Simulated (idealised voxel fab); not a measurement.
The process module that follows is named voxel quadruple lines.
cross-section cut | 140 nm wide | cells 5 nm
Cross-section format: a grid of square cells, given as bands from top to bottom; each band is one or more rows of cells. What a band's entry tells you: where the top is and where the bottom is, as heights in nm, and after that what lies inside, material by material from left to right, each with its width in nm. Empty space is written as the word "blank", and a single material marked with the word "full width" occupies the band from edge to edge. All heights in this document are referenced to 0, defined as the level beneath which the wafer, as received, consists entirely of one material. The lowest band is not bounded below; it extends indefinitely downward and is written in the form "0 -> down". Width spec "30->40" -> top row of cells at first value, bottom row at second value, equal per-row change in between. It should be understood that the words "stayed the same", when stated for a given step, signify that the cross-section underwent no change in any of its cells during that step. Empty spaces without an open route to the top, at least 8 cells in extent, make up the entry "Closed cavities"; each is given as width x height at distance, where the distance is measured from the left edge, and all are in nm. The remark found on a step's line after its settings is issued by the simulator itself and pertains to that step. The line of a step may include "overlay nm". On a step with a mask, this value is how far to the right of its planned place the mask lay. A negative value means the mask lay to the left.
# Process steps - plan
1. RECEIVE,material Si
2. CONFORMAL_DEP,material SiO2,thk nm 5
3. DIRECTIONAL_DEP,material TiN,thk nm 10
4. DIRECTIONAL_DEP,material polySi,thk nm 15
5. DIRECTIONAL_DEP,material aC,thk nm 20
6. PATTERN,tone cover,mask id MANDREL,material resist,width nm 35,thk nm 25,overlay nm 0
7. DIRECTIONAL_ETCH,etch materials aC,depth nm 20
8. STRIP,etch materials resist
9. CONFORMAL_DEP,material SiO2,thk nm 15
10. DIRECTIONAL_ETCH,etch materials SiO2,depth nm 15
11. STRIP,etch materials aC
12. DIRECTIONAL_ETCH,etch materials polySi,depth nm 15
13. STRIP,etch materials SiO2
14. CONFORMAL_DEP,material SiCN,thk nm 10
15. DIRECTIONAL_ETCH,etch materials SiCN,depth nm 10
16. STRIP,etch materials polySi
17. DIRECTIONAL_ETCH,etch materials TiN,depth nm 10
18. STRIP,etch materials SiCN
19. FILL_DEP,material SiO2,thk nm 10
20. CMP,height nm 15
# Below: the first of two wafers, run as planned
# Wafer at receipt (post step 1), cross-section
	0 -> down = Si full width
	Closed cavities: none
# After step 2: wafer cross-section
	5 -> 0 = SiO2 full width
	Whatever lies below 0 is exactly as it was before.
# After step 3: wafer cross-section
	15 -> 5 = TiN full width
	Whatever lies below 5 is exactly as it was before.
# After step 4: wafer cross-section
	30 -> 15 = polySi full width
	Whatever lies below 15 is exactly as it was before.
# After step 5: wafer cross-section
	50 -> 30 = aC full width
	Whatever lies below 30 is exactly as it was before.
# After step 6: wafer cross-section
	75 -> 50 = blank 50; resist 35; blank 55
	Whatever lies below 50 is exactly as it was before.
# After step 7: wafer cross-section
	55 -> 50 = blank 50; resist 35; blank 55
	50 -> 30 = blank 50; aC 35; blank 55
	Whatever lies below 30 is exactly as it was before.
# After step 8: wafer cross-section
	50 -> 30 = blank 50; aC 35; blank 55
	Whatever lies below 30 is exactly as it was before.
# After step 9: wafer cross-section
	65 -> 50 = blank 35; SiO2 65; blank 40
	50 -> 45 = blank 35; SiO2 15; aC 35; SiO2 15; blank 40
	45 -> 30 = SiO2 50; aC 35; SiO2 55
	Whatever lies below 30 is exactly as it was before.
# After step 10: wafer cross-section
	50 -> 30 = blank 35; SiO2 15; aC 35; SiO2 15; blank 40
	Whatever lies below 30 is exactly as it was before.
# After step 11: wafer cross-section
	50 -> 30 = blank 35; SiO2 15; blank 35; SiO2 15; blank 40
	Whatever lies below 30 is exactly as it was before.
# After step 12: wafer cross-section
	50 -> 30 = blank 35; SiO2 15; blank 35; SiO2 15; blank 40
	30 -> 15 = blank 35; polySi 15; blank 35; polySi 15; blank 40
	Whatever lies below 15 is exactly as it was before.
# After step 13: wafer cross-section
	30 -> 15 = blank 35; polySi 15; blank 35; polySi 15; blank 40
	Whatever lies below 15 is exactly as it was before.
# After step 14: wafer cross-section
	40 -> 30 = blank 25; SiCN 35; blank 15; SiCN 35; blank 30
	30 -> 25 = blank 25; SiCN 10; polySi 15; SiCN 10; blank 15; SiCN 10; polySi 15; SiCN 10; blank 30
	25 -> 15 = SiCN 35; polySi 15; SiCN 35; polySi 15; SiCN 40
	Whatever lies below 15 is exactly as it was before.
# After step 15: wafer cross-section
	30 -> 15 = blank 25; SiCN 10; polySi 15; SiCN 10; blank 15; SiCN 10; polySi 15; SiCN 10; blank 30
	Whatever lies below 15 is exactly as it was before.
# After step 16: wafer cross-section
	30 -> 15 = blank 25; SiCN 10; blank 15; SiCN 10; blank 15; SiCN 10; blank 15; SiCN 10; blank 30
	Whatever lies below 15 is exactly as it was before.
# After step 17: wafer cross-section
	30 -> 15 = blank 25; SiCN 10; blank 15; SiCN 10; blank 15; SiCN 10; blank 15; SiCN 10; blank 30
	15 -> 5 = blank 25; TiN 10; blank 15; TiN 10; blank 15; TiN 10; blank 15; TiN 10; blank 30
	Whatever lies below 5 is exactly as it was before.
# After step 18: wafer cross-section
	15 -> 5 = blank 25; TiN 10; blank 15; TiN 10; blank 15; TiN 10; blank 15; TiN 10; blank 30
	Whatever lies below 5 is exactly as it was before.
# After step 19: wafer cross-section
	25 -> 15 = SiO2 full width
	15 -> 5 = SiO2 25; TiN 10; SiO2 15; TiN 10; SiO2 15; TiN 10; SiO2 15; TiN 10; SiO2 30
	Whatever lies below 5 is exactly as it was before.
# After step 20: wafer cross-section
	15 -> 5 = SiO2 25; TiN 10; SiO2 15; TiN 10; SiO2 15; TiN 10; SiO2 15; TiN 10; SiO2 30
	Whatever lies below 5 is exactly as it was before.
# The Second Wafer: Common Origin and Plan, One Mistake in Execution, Identical to the First Through Step 6
# Here is the second wafer in cross-section at the point where step 7 of the plan should have been done
	35 -> 30 = blank 50; aC 35; blank 55
	Whatever lies below 30 is exactly as it was before.
Here is the second wafer in cross-section at the point where step 8 of the plan should have been done: stayed the same
# Here is the second wafer in cross-section at the point where step 9 of the plan should have been done
	50 -> 45 = blank 35; SiO2 65; blank 40
	45 -> 35 = SiO2 full width
	35 -> 30 = SiO2 50; aC 35; SiO2 55
	Whatever lies below 30 is exactly as it was before.
# Here is the second wafer in cross-section at the point where step 10 of the plan should have been done
	35 -> 30 = blank 35; SiO2 15; aC 35; SiO2 15; blank 40
	Whatever lies below 30 is exactly as it was before.
# Here is the second wafer in cross-section at the point where step 11 of the plan should have been done
	35 -> 30 = blank 35; SiO2 15; blank 35; SiO2 15; blank 40
	Whatever lies below 30 is exactly as it was before.
# Here is the second wafer in cross-section at the point where step 12 of the plan should have been done
	35 -> 30 = blank 35; SiO2 15; blank 35; SiO2 15; blank 40
	30 -> 15 = blank 35; polySi 15; blank 35; polySi 15; blank 40
	Whatever lies below 15 is exactly as it was before.
# Here is the second wafer in cross-section at the point where step 13 of the plan should have been done
	30 -> 15 = blank 35; polySi 15; blank 35; polySi 15; blank 40
	Whatever lies below 15 is exactly as it was before.
# Here is the second wafer in cross-section at the point where step 14 of the plan should have been done
	40 -> 30 = blank 25; SiCN 35; blank 15; SiCN 35; blank 30
	30 -> 25 = blank 25; SiCN 10; polySi 15; SiCN 10; blank 15; SiCN 10; polySi 15; SiCN 10; blank 30
	25 -> 15 = SiCN 35; polySi 15; SiCN 35; polySi 15; SiCN 40
	Whatever lies below 15 is exactly as it was before.
# Here is the second wafer in cross-section at the point where step 15 of the plan should have been done
	30 -> 15 = blank 25; SiCN 10; polySi 15; SiCN 10; blank 15; SiCN 10; polySi 15; SiCN 10; blank 30
	Whatever lies below 15 is exactly as it was before.
# Here is the second wafer in cross-section at the point where step 16 of the plan should have been done
	30 -> 15 = blank 25; SiCN 10; blank 15; SiCN 10; blank 15; SiCN 10; blank 15; SiCN 10; blank 30
	Whatever lies below 15 is exactly as it was before.
# Here is the second wafer in cross-section at the point where step 17 of the plan should have been done
	30 -> 15 = blank 25; SiCN 10; blank 15; SiCN 10; blank 15; SiCN 10; blank 15; SiCN 10; blank 30
	15 -> 5 = blank 25; TiN 10; blank 15; TiN 10; blank 15; TiN 10; blank 15; TiN 10; blank 30
	Whatever lies below 5 is exactly as it was before.
# Here is the second wafer in cross-section at the point where step 18 of the plan should have been done
	15 -> 5 = blank 25; TiN 10; blank 15; TiN 10; blank 15; TiN 10; blank 15; TiN 10; blank 30
	Whatever lies below 5 is exactly as it was before.
# Here is the second wafer in cross-section at the point where step 19 of the plan should have been done
	25 -> 15 = SiO2 full width
	15 -> 5 = SiO2 25; TiN 10; SiO2 15; TiN 10; SiO2 15; TiN 10; SiO2 15; TiN 10; SiO2 30
	Whatever lies below 5 is exactly as it was before.
# Here is the second wafer in cross-section at the point where step 20 of the plan should have been done
	15 -> 5 = SiO2 25; TiN 10; SiO2 15; TiN 10; SiO2 15; TiN 10; SiO2 15; TiN 10; SiO2 30
	Whatever lies below 5 is exactly as it was before.
Where did the run depart from the plan? the plan's step 7 ran twice
Honestly, by the end the two wafers have the same cross-section, so the mistake just doesn't show up in what this model computes.
